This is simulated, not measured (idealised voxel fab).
The document below concerns the process module designated voxel capacitor over wiring.
The width of the displayed cross-section, cut, is 155 nm; its cells are square, with a size of 5 nm.
Cross-section, as written here: a square-cell grid given band by band from the top down, where a band holds one or more rows of cells. The band entry comprises the height of the band's top followed by the height of its bottom, expressed in nm, and subsequently the band's materials from left to right, each stated together with its width in nm. Where a single material is marked with the word "edge to edge", that material fills the band from edge to edge. The word "empty" represents empty space. Height is counted from the level 0, under which the received wafer is composed throughout of one material. The lowest of the bands is not closed at the bottom but continues downward, in the notation "0..down". A width such as "30..40" changes by the same amount from each row of cells to the next, from the band's top row to its bottom row. "no change occurred", as given for a step, is the statement that not any cell of the cross-section underwent a change during that step. "Listed closed voids": sealed empty spaces, 8 cells or more, no open way to top, listed width x height at distance, with distance from the left edge and width, height and distance in nm. Heads up: the bit after the settings on a step's line is the simulator's remark on that step. overlay nm: right-of-plan distance of the mask on a masked step; negative values mean left-of-plan. If you're wondering how to read the rest of this, here's the deal. It's pairs of cross-sections: one from before a process step, one from after it. The after one is only drawn as far down as the lowest band that changed. Right under each pair you'll see which step sits between them and what its settings were. Don't read the pairs as one continuous story, though. They can come from different runs of this module on the same starting wafer, and a pair only carries on from the one above it where its entry headed "Snapshot before" says so.

### Snapshot before
	0..down  Si edge to edge
	Listed closed voids: none

### Post-Step Section View
	15..0  SiO2 edge to edge
	Everything below 0 is unchanged.
	Listed closed voids: none
Which step turns the before cross-section above into the after cross-section? op CONFORMAL_DEP | material SiO2 | thk nm 15

Snapshot before: the cross-section after the pair above

### Post-Step Section View
	20..15  SiN edge to edge
	Everything below 15 is unchanged.
	Listed closed voids: none
Which step turns the before cross-section above into the after cross-section? op CONFORMAL_DEP | material SiN | thk nm 5

Snapshot before: the cross-section after the pair above

### Post-Step Section View
	45..20  SiO2 edge to edge
	Everything below 20 is unchanged.
	Listed closed voids: none
Which step turns the before cross-section above into the after cross-section? op DIRECTIONAL_DEP | material SiO2 | thk nm 25

Snapshot before: the cross-section after the pair above

### Post-Step Section View
	60..45  25 nm resist  25 nm empty  55 nm resist  25 nm empty  25 nm resist
	Everything below 45 is unchanged.
	Listed closed voids: none
Which step turns the before cross-section above into the after cross-section? op PATTERN | tone open | mask id METAL_1 | material resist | width nm 25 | pitch nm 80 | thk nm 15 | overlay nm 0

Snapshot before: the cross-section after the pair above

### Post-Step Section View
	60..45  25 nm resist  25 nm empty  55 nm resist  25 nm empty  25 nm resist
	45..20  25 nm SiO2  25 nm empty  55 nm SiO2  25 nm empty  25 nm SiO2
	Everything below 20 is unchanged.
	Listed closed voids: none
Which step turns the before cross-section above into the after cross-section? op DIRECTIONAL_ETCH | etch materials SiO2 | depth nm 25

Snapshot before: the cross-section after the pair above

### Post-Step Section View
	60..45  25 nm resist  25 nm empty  55 nm resist  25 nm empty  25 nm resist
	45..20  25 nm SiO2  25 nm empty  55 nm SiO2  25 nm empty  25 nm SiO2
	20..15  25 nm SiN  25 nm empty  55 nm SiN  25 nm empty  25 nm SiN
	Everything below 15 is unchanged.
	Listed closed voids: none
Which step turns the before cross-section above into the after cross-section? op DIRECTIONAL_ETCH | etch materials SiN | depth nm 5

Snapshot before: the cross-section after the pair above

### Post-Step Section View
	45..20  25 nm SiO2  25 nm empty  55 nm SiO2  25 nm empty  25 nm SiO2
	Everything below 20 is unchanged.
	Listed closed voids: none
Which step turns the before cross-section above into the after cross-section? op STRIP | etch materials resist

Snapshot before: the cross-section after the pair above

### Post-Step Section View
	50..45  30 nm TiN  15 nm empty  65 nm TiN  15 nm empty  30 nm TiN
	45..20  25 nm SiO2  5 nm TiN  15 nm empty  5 nm TiN  55 nm SiO2  5 nm TiN  15 nm empty  5 nm TiN  25 nm SiO2
	20..15  25 nm SiN  25 nm TiN  55 nm SiN  25 nm TiN  25 nm SiN
	Everything below 15 is unchanged.
	Listed closed voids: none
Which step turns the before cross-section above into the after cross-section? op CONFORMAL_DEP | material TiN | thk nm 5

Snapshot before: the cross-section after the pair above

### Post-Step Section View
	60..50  Cu edge to edge
	50..45  30 nm TiN  15 nm Cu  65 nm TiN  15 nm Cu  30 nm TiN
	45..20  25 nm SiO2  5 nm TiN  15 nm Cu  5 nm TiN  55 nm SiO2  5 nm TiN  15 nm Cu  5 nm TiN  25 nm SiO2
	Everything below 20 is unchanged.
	Listed closed voids: none
Which step turns the before cross-section above into the after cross-section? op FILL_DEP | material Cu | thk nm 10

Snapshot before: the cross-section after the pair above

### Post-Step Section View
	45..20  25 nm SiO2  5 nm TiN  15 nm Cu  5 nm TiN  55 nm SiO2  5 nm TiN  15 nm Cu  5 nm TiN  25 nm SiO2
	Everything below 20 is unchanged.
	Listed closed voids: none
Which step turns the before cross-section above into the after cross-section? op CMP | height nm 45

Snapshot before: the cross-section after the pair above

### Post-Step Section View
	50..45  SiCN edge to edge
	Everything below 45 is unchanged.
	Listed closed voids: none
Which step turns the before cross-section above into the after cross-section? op CONFORMAL_DEP | material SiCN | thk nm 5

Snapshot before: the cross-section after the pair above

### Post-Step Section View
	70..50  lowk edge to edge
	Everything below 50 is unchanged.
	Listed closed voids: none
Which step turns the before cross-section above into the after cross-section? op DIRECTIONAL_DEP | material lowk | thk nm 20

Snapshot before: the cross-section after the pair above

### Post-Step Section View
	80..70  aC edge to edge
	Everything below 70 is unchanged.
	Listed closed voids: none
Which step turns the before cross-section above into the after cross-section? op DIRECTIONAL_DEP | material aC | thk nm 10

Snapshot before: the cross-section after the pair above

### Post-Step Section View
	110..80  35 nm resist  15 nm empty  105 nm resist
	Everything below 80 is unchanged.
	Listed closed voids: none
Which step turns the before cross-section above into the after cross-section? op PATTERN | tone open | mask id PLUG_1 | material resist | width nm 15 | thk nm 30 | overlay nm 0

Snapshot before: the cross-section after the pair above

### Post-Step Section View
	100..80  35 nm resist  15 nm empty  105 nm resist
	80..70  35 nm aC  15 nm empty  105 nm aC
	Everything below 70 is unchanged.
	Listed closed voids: none
Which step turns the before cross-section above into the after cross-section? op DIRECTIONAL_ETCH | etch materials aC | depth nm 10

Snapshot before: the cross-section after the pair above

### Post-Step Section View
	80..70  35 nm aC  15 nm empty  105 nm aC
	Everything below 70 is unchanged.
	Listed closed voids: none
Which step turns the before cross-section above into the after cross-section? op STRIP | etch materials resist

Snapshot before: the cross-section after the pair above

### Post-Step Section View
	80..70  35 nm aC  15 nm empty  105 nm aC
	70..50  35 nm lowk  15 nm empty  105 nm lowk
	Everything below 50 is unchanged.
	Listed closed voids: none
Which step turns the before cross-section above into the after cross-section? op DIRECTIONAL_ETCH | etch materials lowk | depth nm 20

Snapshot before: the cross-section after the pair above

### Post-Step Section View
	80..70  35 nm aC  15 nm empty  105 nm aC
	70..50  35 nm lowk  15 nm empty  105 nm lowk
	50..45  35 nm SiCN  15 nm empty  105 nm SiCN
	Everything below 45 is unchanged.
	Listed closed voids: none
Which step turns the before cross-section above into the after cross-section? op DIRECTIONAL_ETCH | etch materials SiCN | depth nm 5

Snapshot before: the cross-section after the pair above

### Post-Step Section View
	70..50  35 nm lowk  15 nm empty  105 nm lowk
	Everything below 50 is unchanged.
	Listed closed voids: none
Which step turns the before cross-section above into the after cross-section? op STRIP | etch materials aC

Snapshot before: the cross-section after the pair above

### Post-Step Section View
	70..55  35 nm lowk  15 nm empty  105 nm lowk
	55..50  35 nm lowk  15 nm Ru  105 nm lowk
	50..45  35 nm SiCN  15 nm Ru  105 nm SiCN
	Everything below 45 is unchanged.
	Listed closed voids: none
Which step turns the before cross-section above into the after cross-section? op EPI | material Ru | thk nm 10

Snapshot before: the cross-section after the pair above

### Post-Step Section View
	70..65  35 nm lowk  15 nm empty  105 nm lowk
	65..50  35 nm lowk  15 nm Ru  105 nm lowk
	Everything below 50 is unchanged.
	Listed closed voids: none
Which step turns the before cross-section above into the after cross-section? op EPI | material Ru | thk nm 10

Snapshot before: the cross-section after the pair above

### Post-Step Section View
	70..50  35 nm lowk  15 nm Ru  105 nm lowk
	Everything below 50 is unchanged.
	Listed closed voids: none
Which step turns the before cross-section above into the after cross-section? op EPI | material Ru | thk nm 5

Snapshot before: the cross-section after the pair above

### Post-Step Section View
	75..70  TiN edge to edge
	Everything below 70 is unchanged.
	Listed closed voids: none
Which step turns the before cross-section above into the after cross-section? op DIRECTIONAL_DEP | material TiN | thk nm 5

Snapshot before: the cross-section after the pair above

### Post-Step Section View
	80..75  SiN edge to edge
	Everything below 75 is unchanged.
	Listed closed voids: none
Which step turns the before cross-section above into the after cross-section? op DIRECTIONAL_DEP | material SiN | thk nm 5

Snapshot before: the cross-section after the pair above

### Post-Step Section View
	90..80  TiN edge to edge
	Everything below 80 is unchanged.
	Listed closed voids: none
Which step turns the before cross-section above into the after cross-section? op DIRECTIONAL_DEP | material TiN | thk nm 10

Snapshot before: the cross-section after the pair above

### Post-Step Section View
	90..80  35 nm empty  60 nm TiN  60 nm empty
	Everything below 80 is unchanged.
	Listed closed voids: none
Which step turns the before cross-section above into the after cross-section? op MASKED_ETCH | tone cover | mask id UPPER_PLATE | width nm 60 | etch materials TiN | depth nm 10 | overlay nm 0

Snapshot before: the cross-section after the pair above

### Post-Step Section View
	90..80  35 nm empty  60 nm TiN  60 nm empty
	80..75  35 nm empty  60 nm SiN  60 nm empty
	Everything below 75 is unchanged.
	Listed closed voids: none
Which step turns the before cross-section above into the after cross-section? op MASKED_ETCH | tone cover | mask id UPPER_PLATE | width nm 60 | etch materials SiN | depth nm 5 | overlay nm 0

Snapshot before: the cross-section after the pair above

### Post-Step Section View
	90..80  35 nm empty  60 nm TiN  60 nm empty
	80..75  35 nm empty  60 nm SiN  60 nm empty
	75..70  30 nm empty  70 nm TiN  55 nm empty
	Everything below 70 is unchanged.
	Listed closed voids: none
Which step turns the before cross-section above into the after cross-section? op MASKED_ETCH | tone cover | mask id LOWER_PLATE | width nm 70 | etch materials TiN | depth nm 5 | overlay nm 0

Snapshot before: the cross-section after the pair above

### Post-Step Section View
	110..90  SiO2 edge to edge
	90..80  35 nm SiO2  60 nm TiN  60 nm SiO2
	80..75  35 nm SiO2  60 nm SiN  60 nm SiO2
	75..70  30 nm SiO2  70 nm TiN  55 nm SiO2
	Everything below 70 is unchanged.
	Listed closed voids: none
Which step turns the before cross-section above into the after cross-section? op FILL_DEP | material SiO2 | thk nm 20

Snapshot before: the cross-section after the pair above

### Post-Step Section View
	105..90  SiO2 edge to edge
	Everything below 90 is unchanged.
	Listed closed voids: none
Which step turns the before cross-section above into the after cross-section? op CMP | height nm 105

Snapshot before: the cross-section after the pair above

### Post-Step Section View
	105..90  45 nm SiO2  15 nm empty  95 nm SiO2
	Everything below 90 is unchanged.
	Listed closed voids: none
Which step turns the before cross-section above into the after cross-section? op MASKED_ETCH | tone open | mask id PLUG_2 | width nm 15 | etch materials SiO2 | depth nm 15 | overlay nm 0

Snapshot before: the cross-section after the pair above

### Post-Step Section View
	110..105  50 nm TiN  5 nm empty  100 nm TiN
	105..95  45 nm SiO2  5 nm TiN  5 nm empty  5 nm TiN  95 nm SiO2
	95..90  45 nm SiO2  15 nm TiN  95 nm SiO2
	Everything below 90 is unchanged.
	Listed closed voids: none
Which step turns the before cross-section above into the after cross-section? op CONFORMAL_DEP | material TiN | thk nm 5

Snapshot before: the cross-section after the pair above

### Post-Step Section View
	115..110  W edge to edge
	110..105  50 nm TiN  5 nm W  100 nm TiN
	105..95  45 nm SiO2  5 nm TiN  5 nm W  5 nm TiN  95 nm SiO2
	Everything below 95 is unchanged.
	Listed closed voids: none
Which step turns the before cross-section above into the after cross-section? op FILL_DEP | material W | thk nm 5

Snapshot before: the cross-section after the pair above

### Post-Step Section View
	105..95  45 nm SiO2  5 nm TiN  5 nm W  5 nm TiN  95 nm SiO2
	Everything below 95 is unchanged.
	Listed closed voids: none
Which step turns the before cross-section above into the after cross-section? op CMP | height nm 105

Snapshot before: the cross-section after the pair above

### Post-Step Section View
	110..105  SiN edge to edge
	Everything below 105 is unchanged.
	Listed closed voids: none
Which step turns the before cross-section above into the after cross-section? op CONFORMAL_DEP | material SiN | thk nm 5

### Snapshot before
	75..70  TiN edge to edge
	70..50  35 nm lowk  15 nm Ru  105 nm lowk
	50..45  35 nm SiCN  15 nm Ru  105 nm SiCN
	45..20  25 nm SiO2  5 nm TiN  15 nm Cu  5 nm TiN  55 nm SiO2  5 nm TiN  15 nm Cu  5 nm TiN  25 nm SiO2
	20..15  25 nm SiN  25 nm TiN  55 nm SiN  25 nm TiN  25 nm SiN
	15..0  SiO2 edge to edge
	0..down  Si edge to edge
	Listed closed voids: none

### Post-Step Section View
	85..70  TiN edge to edge
	Everything below 70 is unchanged.
	Listed closed voids: none
Which step turns the before cross-section above into the after cross-section? op DIRECTIONAL_DEP | material TiN | thk nm 10

Snapshot before: the cross-section after the pair above

### Post-Step Section View
	85..75  35 nm empty  60 nm TiN  60 nm empty
	Everything below 75 is unchanged.
	Listed closed voids: none
Which step turns the before cross-section above into the after cross-section? op MASKED_ETCH | tone cover | mask id UPPER_PLATE | width nm 60 | etch materials TiN | depth nm 10 | overlay nm 0

Snapshot before: the cross-section after the pair above

### Post-Step Section View
	85..75  35 nm empty  60 nm TiN  60 nm empty
	75..70  30 nm empty  70 nm TiN  55 nm empty
	Everything below 70 is unchanged.
	Listed closed voids: none
Which step turns the before cross-section above into the after cross-section? op MASKED_ETCH | tone cover | mask id LOWER_PLATE | width nm 70 | etch materials TiN | depth nm 5 | overlay nm 0

Snapshot before: the cross-section after the pair above

### Post-Step Section View
	105..85  SiO2 edge to edge
	85..75  35 nm SiO2  60 nm TiN  60 nm SiO2
	75..70  30 nm SiO2  70 nm TiN  55 nm SiO2
	Everything below 70 is unchanged.
	Listed closed voids: none
Which step turns the before cross-section above into the after cross-section? op FILL_DEP | material SiO2 | thk nm 20

Snapshot before: the cross-section after the pair above

### Post-Step Section View
	105..90  45 nm SiO2  15 nm empty  95 nm SiO2
	Everything below 90 is unchanged.
	Listed closed voids: none
Which step turns the before cross-section above into the after cross-section? op MASKED_ETCH | tone open | mask id PLUG_2 | width nm 15 | etch materials SiO2 | depth nm 15 | overlay nm 0

Snapshot before: the cross-section after the pair above

### Post-Step Section View
	110..105  50 nm TiN  5 nm empty  100 nm TiN
	105..95  45 nm SiO2  5 nm TiN  5 nm empty  5 nm TiN  95 nm SiO2
	95..90  45 nm SiO2  15 nm TiN  95 nm SiO2
	Everything below 90 is unchanged.
	Listed closed voids: none
Which step turns the before cross-section above into the after cross-section? op CONFORMAL_DEP | material TiN | thk nm 5

Snapshot before: the cross-section after the pair above

### Post-Step Section View
	115..110  W edge to edge
	110..105  50 nm TiN  5 nm W  100 nm TiN
	105..95  45 nm SiO2  5 nm TiN  5 nm W  5 nm TiN  95 nm SiO2
	Everything below 95 is unchanged.
	Listed closed voids: none
Which step turns the before cross-section above into the after cross-section? op FILL_DEP | material W | thk nm 5

Snapshot before: the cross-section after the pair above

### Post-Step Section View
	105..95  45 nm SiO2  5 nm TiN  5 nm W  5 nm TiN  95 nm SiO2
	Everything below 95 is unchanged.
	Listed closed voids: none
Which step turns the before cross-section above into the after cross-section? op CMP | height nm 105

Snapshot before: the cross-section after the pair above

### Post-Step Section View
	110..105  SiN edge to edge
	Everything below 105 is unchanged.
	Listed closed voids: none
Which step turns the before cross-section above into the after cross-section? op CONFORMAL_DEP | material SiN | thk nm 5

### Snapshot before
	70..65  35 nm lowk  15 nm empty  105 nm lowk
	65..50  35 nm lowk  15 nm Ru  105 nm lowk
	50..45  35 nm SiCN  15 nm Ru  105 nm SiCN
	45..20  25 nm SiO2  5 nm TiN  15 nm Cu  5 nm TiN  55 nm SiO2  5 nm TiN  15 nm Cu  5 nm TiN  25 nm SiO2
	20..15  25 nm SiN  25 nm TiN  55 nm SiN  25 nm TiN  25 nm SiN
	15..0  SiO2 edge to edge
	0..down  Si edge to edge
	Listed closed voids: none

### Post-Step Section View
	75..70  30 nm empty  25 nm Ru  100 nm empty
	70..50  35 nm lowk  15 nm Ru  105 nm lowk
	Everything below 50 is unchanged.
	Listed closed voids: none
Which step turns the before cross-section above into the after cross-section? op EPI | material Ru | thk nm 10

Snapshot before: the cross-section after the pair above

### Post-Step Section View
	80..70  25 nm empty  35 nm Ru  95 nm empty
	Everything below 70 is unchanged.
	Listed closed voids: none
Which step turns the before cross-section above into the after cross-section? op EPI | material Ru | thk nm 5

Snapshot before: the cross-section after the pair above

### Post-Step Section View
	85..80  25 nm empty  35 nm TiN  95 nm empty
	80..75  25 nm empty  35 nm Ru  95 nm empty
	75..70  25 nm TiN  35 nm Ru  95 nm TiN
	Everything below 70 is unchanged.
	Listed closed voids: none
Which step turns the before cross-section above into the after cross-section? op DIRECTIONAL_DEP | material TiN | thk nm 5

Snapshot before: the cross-section after the pair above

### Post-Step Section View
	90..85  25 nm empty  35 nm SiN  95 nm empty
	85..80  25 nm empty  35 nm TiN  95 nm empty
	80..75  25 nm SiN  35 nm Ru  95 nm SiN
	Everything below 75 is unchanged.
	Listed closed voids: none
Which step turns the before cross-section above into the after cross-section? op DIRECTIONAL_DEP | material SiN | thk nm 5

Snapshot before: the cross-section after the pair above

### Post-Step Section View
	100..90  25 nm empty  35 nm TiN  95 nm empty
	90..85  25 nm TiN  35 nm SiN  95 nm TiN
	85..80  TiN edge to edge
	Everything below 80 is unchanged.
	Listed closed voids: none
Which step turns the before cross-section above into the after cross-section? op DIRECTIONAL_DEP | material TiN | thk nm 10

Snapshot before: the cross-section after the pair above

### Post-Step Section View
	100..90  35 nm empty  25 nm TiN  95 nm empty
	90..85  25 nm empty  35 nm SiN  35 nm TiN  60 nm empty
	85..80  25 nm empty  70 nm TiN  60 nm empty
	Everything below 80 is unchanged.
	Listed closed voids: none
Which step turns the before cross-section above into the after cross-section? op MASKED_ETCH | tone cover | mask id UPPER_PLATE | width nm 60 | etch materials TiN | depth nm 10 | overlay nm 0

Snapshot before: the cross-section after the pair above

### Post-Step Section View
	100..90  35 nm empty  25 nm TiN  95 nm empty
	90..85  35 nm empty  25 nm SiN  35 nm TiN  60 nm empty
	85..80  25 nm empty  70 nm TiN  60 nm empty
	80..75  25 nm empty  35 nm Ru  35 nm SiN  60 nm empty
	Everything below 75 is unchanged.
	Listed closed voids: none
Which step turns the before cross-section above into the after cross-section? op MASKED_ETCH | tone cover | mask id UPPER_PLATE | width nm 60 | etch materials SiN | depth nm 5 | overlay nm 0

Snapshot before: the cross-section after the pair above

### Post-Step Section View
	100..90  35 nm empty  25 nm TiN  95 nm empty
	90..85  35 nm empty  25 nm SiN  35 nm TiN  60 nm empty
	85..80  30 nm empty  65 nm TiN  60 nm empty
	80..75  25 nm empty  35 nm Ru  35 nm SiN  60 nm empty
	75..70  25 nm empty  35 nm Ru  40 nm TiN  55 nm empty
	Everything below 70 is unchanged.
	Listed closed voids: none
Which step turns the before cross-section above into the after cross-section? op MASKED_ETCH | tone cover | mask id LOWER_PLATE | width nm 70 | etch materials TiN | depth nm 5 | overlay nm 0

Snapshot before: the cross-section after the pair above

### Post-Step Section View
	120..100  SiO2 edge to edge
	100..90  35 nm SiO2  25 nm TiN  95 nm SiO2
	90..85  35 nm SiO2  25 nm SiN  35 nm TiN  60 nm SiO2
	85..80  30 nm SiO2  65 nm TiN  60 nm SiO2
	80..75  25 nm SiO2  35 nm Ru  35 nm SiN  60 nm SiO2
	75..70  25 nm SiO2  35 nm Ru  40 nm TiN  55 nm SiO2
	Everything below 70 is unchanged.
	Listed closed voids: none
Which step turns the before cross-section above into the after cross-section? op FILL_DEP | material SiO2 | thk nm 20

Snapshot before: the cross-section after the pair above

### Post-Step Section View
	105..100  SiO2 edge to edge
	Everything below 100 is unchanged.
	Listed closed voids: none
Which step turns the before cross-section above into the after cross-section? op CMP | height nm 105

Snapshot before: the cross-section after the pair above

### Post-Step Section View
	105..100  45 nm SiO2  15 nm empty  95 nm SiO2
	Everything below 100 is unchanged.
	Listed closed voids: none
Which step turns the before cross-section above into the after cross-section? op MASKED_ETCH | tone open | mask id PLUG_2 | width nm 15 | etch materials SiO2 | depth nm 15 | overlay nm 0

Snapshot before: the cross-section after the pair above

### Post-Step Section View
	110..105  50 nm TiN  5 nm empty  100 nm TiN
	105..100  45 nm SiO2  15 nm TiN  95 nm SiO2
	Everything below 100 is unchanged.
	Listed closed voids: none
Which step turns the before cross-section above into the after cross-section? op CONFORMAL_DEP | material TiN | thk nm 5

Snapshot before: the cross-section after the pair above

### Post-Step Section View
	115..110  W edge to edge
	110..105  50 nm TiN  5 nm W  100 nm TiN
	Everything below 105 is unchanged.
	Listed closed voids: none
Which step turns the before cross-section above into the after cross-section? op FILL_DEP | material W | thk nm 5

Snapshot before: the cross-section after the pair above

### Post-Step Section View
	105..100  45 nm SiO2  15 nm TiN  95 nm SiO2
	Everything below 100 is unchanged.
	Listed closed voids: none
Which step turns the before cross-section above into the after cross-section? op CMP | height nm 105

Snapshot before: the cross-section after the pair above

### Post-Step Section View
	110..105  SiN edge to edge
	Everything below 105 is unchanged.
	Listed closed voids: none
Which step turns the before cross-section above into the after cross-section? op CONFORMAL_DEP | material SiN | thk nm 5

### Snapshot before
	0..down  Si edge to edge
	Listed closed voids: none

### Post-Step Section View
	5..0  SiN edge to edge
	Everything below 0 is unchanged.
	Listed closed voids: none
Which step turns the before cross-section above into the after cross-section? op CONFORMAL_DEP | material SiN | thk nm 5

Snapshot before: the cross-section after the pair above

### Post-Step Section View
	20..5  SiO2 edge to edge
	Everything below 5 is unchanged.
	Listed closed voids: none
Which step turns the before cross-section above into the after cross-section? op CONFORMAL_DEP | material SiO2 | thk nm 15

Snapshot before: the cross-section after the pair above

### Post-Step Section View
	45..5  SiO2 edge to edge
	Everything below 5 is unchanged.
	Listed closed voids: none
Which step turns the before cross-section above into the after cross-section? op DIRECTIONAL_DEP | material SiO2 | thk nm 25

Snapshot before: the cross-section after the pair above

### Post-Step Section View
	60..45  25 nm resist  25 nm empty  55 nm resist  25 nm empty  25 nm resist
	Everything below 45 is unchanged.
	Listed closed voids: none
Which step turns the before cross-section above into the after cross-section? op PATTERN | tone open | mask id METAL_1 | material resist | width nm 25 | pitch nm 80 | thk nm 15 | overlay nm 0

Snapshot before: the cross-section after the pair above

### Post-Step Section View
	60..45  25 nm resist  25 nm empty  55 nm resist  25 nm empty  25 nm resist
	45..20  25 nm SiO2  25 nm empty  55 nm SiO2  25 nm empty  25 nm SiO2
	Everything below 20 is unchanged.
	Listed closed voids: none
Which step turns the before cross-section above into the after cross-section? op DIRECTIONAL_ETCH | etch materials SiO2 | depth nm 25

Snapshot before: the cross-section after the pair above

### Post-Step Section View
	45..20  25 nm SiO2  25 nm empty  55 nm SiO2  25 nm empty  25 nm SiO2
	Everything below 20 is unchanged.
	Listed closed voids: none
Which step turns the before cross-section above into the after cross-section? op STRIP | etch materials resist

Snapshot before: the cross-section after the pair above

### Post-Step Section View
	50..45  30 nm TiN  15 nm empty  65 nm TiN  15 nm empty  30 nm TiN
	45..25  25 nm SiO2  5 nm TiN  15 nm empty  5 nm TiN  55 nm SiO2  5 nm TiN  15 nm empty  5 nm TiN  25 nm SiO2
	25..20  25 nm SiO2  25 nm TiN  55 nm SiO2  25 nm TiN  25 nm SiO2
	Everything below 20 is unchanged.
	Listed closed voids: none
Which step turns the before cross-section above into the after cross-section? op CONFORMAL_DEP | material TiN | thk nm 5

Snapshot before: the cross-section after the pair above

### Post-Step Section View
	60..50  Cu edge to edge
	50..45  30 nm TiN  15 nm Cu  65 nm TiN  15 nm Cu  30 nm TiN
	45..25  25 nm SiO2  5 nm TiN  15 nm Cu  5 nm TiN  55 nm SiO2  5 nm TiN  15 nm Cu  5 nm TiN  25 nm SiO2
	Everything below 25 is unchanged.
	Listed closed voids: none
Which step turns the before cross-section above into the after cross-section? op FILL_DEP | material Cu | thk nm 10

Snapshot before: the cross-section after the pair above

### Post-Step Section View
	45..25  25 nm SiO2  5 nm TiN  15 nm Cu  5 nm TiN  55 nm SiO2  5 nm TiN  15 nm Cu  5 nm TiN  25 nm SiO2
	Everything below 25 is unchanged.
	Listed closed voids: none
Which step turns the before cross-section above into the after cross-section? op CMP | height nm 45

Snapshot before: the cross-section after the pair above

### Post-Step Section View
	50..45  SiCN edge to edge
	Everything below 45 is unchanged.
	Listed closed voids: none
Which step turns the before cross-section above into the after cross-section? op CONFORMAL_DEP | material SiCN | thk nm 5

Snapshot before: the cross-section after the pair above

### Post-Step Section View
	70..50  lowk edge to edge
	Everything below 50 is unchanged.
	Listed closed voids: none
Which step turns the before cross-section above into the after cross-section? op DIRECTIONAL_DEP | material lowk | thk nm 20

Snapshot before: the cross-section after the pair above

### Post-Step Section View
	80..70  aC edge to edge
	Everything below 70 is unchanged.
	Listed closed voids: none
Which step turns the before cross-section above into the after cross-section? op DIRECTIONAL_DEP | material aC | thk nm 10

Snapshot before: the cross-section after the pair above

### Post-Step Section View
	110..80  35 nm resist  15 nm empty  105 nm resist
	Everything below 80 is unchanged.
	Listed closed voids: none
Which step turns the before cross-section above into the after cross-section? op PATTERN | tone open | mask id PLUG_1 | material resist | width nm 15 | thk nm 30 | overlay nm 0

Snapshot before: the cross-section after the pair above

### Post-Step Section View
	100..80  35 nm resist  15 nm empty  105 nm resist
	80..70  35 nm aC  15 nm empty  105 nm aC
	Everything below 70 is unchanged.
	Listed closed voids: none
Which step turns the before cross-section above into the after cross-section? op DIRECTIONAL_ETCH | etch materials aC | depth nm 10

Snapshot before: the cross-section after the pair above

### Post-Step Section View
	80..70  35 nm aC  15 nm empty  105 nm aC
	Everything below 70 is unchanged.
	Listed closed voids: none
Which step turns the before cross-section above into the after cross-section? op STRIP | etch materials resist

Snapshot before: the cross-section after the pair above

### Post-Step Section View
	80..70  35 nm aC  15 nm empty  105 nm aC
	70..50  35 nm lowk  15 nm empty  105 nm lowk
	Everything below 50 is unchanged.
	Listed closed voids: none
Which step turns the before cross-section above into the after cross-section? op DIRECTIONAL_ETCH | etch materials lowk | depth nm 20

Snapshot before: the cross-section after the pair above

### Post-Step Section View
	80..70  35 nm aC  15 nm empty  105 nm aC
	70..50  35 nm lowk  15 nm empty  105 nm lowk
	50..45  35 nm SiCN  15 nm empty  105 nm SiCN
	Everything below 45 is unchanged.
	Listed closed voids: none
Which step turns the before cross-section above into the after cross-section? op DIRECTIONAL_ETCH | etch materials SiCN | depth nm 5

Snapshot before: the cross-section after the pair above

### Post-Step Section View
	70..50  35 nm lowk  15 nm empty  105 nm lowk
	Everything below 50 is unchanged.
	Listed closed voids: none
Which step turns the before cross-section above into the after cross-section? op STRIP | etch materials aC

Snapshot before: the cross-section after the pair above

### Post-Step Section View
	70..55  35 nm lowk  15 nm empty  105 nm lowk
	55..50  35 nm lowk  15 nm Ru  105 nm lowk
	50..45  35 nm SiCN  15 nm Ru  105 nm SiCN
	Everything below 45 is unchanged.
	Listed closed voids: none
Which step turns the before cross-section above into the after cross-section? op EPI | material Ru | thk nm 10

Snapshot before: the cross-section after the pair above

### Post-Step Section View
	70..65  35 nm lowk  15 nm empty  105 nm lowk
	65..50  35 nm lowk  15 nm Ru  105 nm lowk
	Everything below 50 is unchanged.
	Listed closed voids: none
Which step turns the before cross-section above into the after cross-section? op EPI | material Ru | thk nm 10

Snapshot before: the cross-section after the pair above

### Post-Step Section View
	70..50  35 nm lowk  15 nm Ru  105 nm lowk
	Everything below 50 is unchanged.
	Listed closed voids: none
Which step turns the before cross-section above into the after cross-section? op EPI | material Ru | thk nm 5

Snapshot before: the cross-section after the pair above

### Post-Step Section View
	75..70  TiN edge to edge
	Everything below 70 is unchanged.
	Listed closed voids: none
Which step turns the before cross-section above into the after cross-section? op DIRECTIONAL_DEP | material TiN | thk nm 5

Snapshot before: the cross-section after the pair above

### Post-Step Section View
	80..75  SiN edge to edge
	Everything below 75 is unchanged.
	Listed closed voids: none
Which step turns the before cross-section above into the after cross-section? op DIRECTIONAL_DEP | material SiN | thk nm 5

Snapshot before: the cross-section after the pair above

### Post-Step Section View
	90..80  TiN edge to edge
	Everything below 80 is unchanged.
	Listed closed voids: none
Which step turns the before cross-section above into the after cross-section? op DIRECTIONAL_DEP | material TiN | thk nm 10

Snapshot before: the cross-section after the pair above

### Post-Step Section View
	90..80  35 nm empty  60 nm TiN  60 nm empty
	Everything below 80 is unchanged.
	Listed closed voids: none
Which step turns the before cross-section above into the after cross-section? op MASKED_ETCH | tone cover | mask id UPPER_PLATE | width nm 60 | etch materials TiN | depth nm 10 | overlay nm 0

Snapshot before: the cross-section after the pair above

### Post-Step Section View
	90..80  35 nm empty  60 nm TiN  60 nm empty
	80..75  35 nm empty  60 nm SiN  60 nm empty
	Everything below 75 is unchanged.
	Listed closed voids: none
Which step turns the before cross-section above into the after cross-section? op MASKED_ETCH | tone cover | mask id UPPER_PLATE | width nm 60 | etch materials SiN | depth nm 5 | overlay nm 0

Snapshot before: the cross-section after the pair above

### Post-Step Section View
	90..80  35 nm empty  60 nm TiN  60 nm empty
	80..75  35 nm empty  60 nm SiN  60 nm empty
	75..70  30 nm empty  70 nm TiN  55 nm empty
	Everything below 70 is unchanged.
	Listed closed voids: none
Which step turns the before cross-section above into the after cross-section? op MASKED_ETCH | tone cover | mask id LOWER_PLATE | width nm 70 | etch materials TiN | depth nm 5 | overlay nm 0

Snapshot before: the cross-section after the pair above

### Post-Step Section View
	110..90  SiO2 edge to edge
	90..80  35 nm SiO2  60 nm TiN  60 nm SiO2
	80..75  35 nm SiO2  60 nm SiN  60 nm SiO2
	75..70  30 nm SiO2  70 nm TiN  55 nm SiO2
	Everything below 70 is unchanged.
	Listed closed voids: none
Which step turns the before cross-section above into the after cross-section? op FILL_DEP | material SiO2 | thk nm 20

Snapshot before: the cross-section after the pair above

### Post-Step Section View
	105..90  SiO2 edge to edge
	Everything below 90 is unchanged.
	Listed closed voids: none
Which step turns the before cross-section above into the after cross-section? op CMP | height nm 105

Snapshot before: the cross-section after the pair above

### Post-Step Section View
	105..90  45 nm SiO2  15 nm empty  95 nm SiO2
	Everything below 90 is unchanged.
	Listed closed voids: none
Which step turns the before cross-section above into the after cross-section? op MASKED_ETCH | tone open | mask id PLUG_2 | width nm 15 | etch materials SiO2 | depth nm 15 | overlay nm 0
